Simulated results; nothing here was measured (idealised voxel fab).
Name of the process module below: voxel capacitor over wiring
We display cut, a cross-section 245 nm in width whose square cells are each 5 nm.
Cross-sections here: square-cell grids, written as top-down lists of bands, a band being one or more rows of cells.
Look at the band entry: it leads with the top's height and the bottom's height in nm. Then it lists the materials left to right, with a width in nm for each. The word "edge to edge" on a single material says that material fills the band edge to edge. The word "blank" is empty space.
The level at which height equals 0 is the one under which the wafer, as it arrives, is entirely one material. No lower edge exists for the bottom band, which continues downward and is notated as in "top 0, no bottom".
The notation "30..40" denotes a width that varies across the rows of cells in the band, beginning at the first number in the top row, finishing at the second number in the bottom row, and changing by an identical amount from each row to the next.
Basically "no change" means that step didn't change any cell in the cross-section.
Entry "Closed void roster". Content: empty spaces with no open connection to the top, size 8 cells or greater. Each: width x height at distance. Distance: from left edge. Unit: nm.
Anything after a step's settings on that line? It's the simulator's own note about the step.
You can add "overlay nm" to a step's line. For a step with a mask, it describes how far the mask lay to the right of its planned position, and a negative number describes a lay to the left.
**List of planned process steps**
| 1 | RECEIVE with material Si |
| 2 | CONFORMAL_DEP with material SiO2, thk nm 15 |
| 3 | DIRECTIONAL_DEP with material TiN, thk nm 5 |
| 4 | DIRECTIONAL_DEP with material W, thk nm 15 |
| 5 | MASKED_ETCH with tone cover, mask id METAL_1, width nm 20, pitch nm 85, etch materials W, depth nm 15, overlay nm 0 |
| 6 | MASKED_ETCH with tone cover, mask id METAL_1, width nm 15, pitch nm 85, etch materials TiN, depth nm 5, overlay nm 0 |
| 7 | CONFORMAL_DEP with material SiN, thk nm 5 |
| 8 | FILL_DEP with material lowk, thk nm 10 |
| 9 | CMP with height nm 35 |
| 10 | CONFORMAL_DEP with material SiCN, thk nm 5 |
| 11 | DIRECTIONAL_DEP with material lowk, thk nm 20 |
| 12 | MASKED_ETCH with tone open, mask id PLUG_1, width nm 15, etch materials lowk, depth nm 20, overlay nm 0 |
| 13 | MASKED_ETCH with tone open, mask id PLUG_1, width nm 15, etch materials SiCN, depth nm 5, overlay nm 0 |
| 14 | EPI with material Ru, thk nm 10 |
| 15 | EPI with material Ru, thk nm 10 |
| 16 | EPI with material Ru, thk nm 5 |
| 17 | DIRECTIONAL_DEP with material TiN, thk nm 5 |
| 18 | DIRECTIONAL_DEP with material Al2O3, thk nm 5 |
| 19 | DIRECTIONAL_DEP with material TiN, thk nm 5 |
| 20 | PATTERN with tone cover, mask id UPPER_PLATE, material resist, width nm 70, thk nm 15, overlay nm 0 |
| 21 | DIRECTIONAL_ETCH with etch materials TiN, depth nm 5 |
| 22 | DIRECTIONAL_ETCH with etch materials Al2O3, depth nm 5 |
| 23 | STRIP with etch materials resist |
| 24 | PATTERN with tone cover, mask id LOWER_PLATE, material resist, width nm 80, thk nm 20, overlay nm 0 |
| 25 | DIRECTIONAL_ETCH with etch materials TiN, depth nm 5 |
| 26 | STRIP with etch materials resist |
| 27 | FILL_DEP with material SiO2, thk nm 20 |
| 28 | CMP with height nm 90 |
| 29 | MASKED_ETCH with tone open, mask id PLUG_2, width nm 15, etch materials SiO2, depth nm 15, overlay nm 0 |
| 30 | CONFORMAL_DEP with material TiN, thk nm 5 |
| 31 | FILL_DEP with material Ru, thk nm 10 |
| 32 | CMP with height nm 90 |
| 33 | CONFORMAL_DEP with material SiN, thk nm 5 |
Variable across wafers: step 6 width nm (plan value is that of the first wafer; starting state common to all).
**Incoming state of the first of several wafers in cross-section: after step 1**
	top 0, no bottom  Si edge to edge
	Closed void roster: none
**Quick key for the table: a row per wafer, taken at the end of the module. For each material it tells you how many cells the wafer gained (+) or lost (-) since it came in, and the closed voids come after**
width nm 15, +14 Al2O3, +17 Ru, +46 SiCN, +102 SiN, +388 SiO2, +45 TiN, +24 W, +295 lowk, Closed void roster: none
width nm 20, +14 Al2O3, +17 Ru, +46 SiCN, +102 SiN, +388 SiO2, +45 TiN, +24 W, +295 lowk, Closed void roster: none
width nm 25, +14 Al2O3, +17 Ru, +46 SiCN, +102 SiN, +388 SiO2, +47 TiN, +24 W, +293 lowk, Closed void roster: none
width nm 30, +14 Al2O3, +17 Ru, +46 SiCN, +102 SiN, +388 SiO2, +49 TiN, +24 W, +291 lowk, Closed void roster: none
width nm 35, +14 Al2O3, +17 Ru, +46 SiCN, +102 SiN, +388 SiO2, +51 TiN, +24 W, +289 lowk, Closed void roster: none
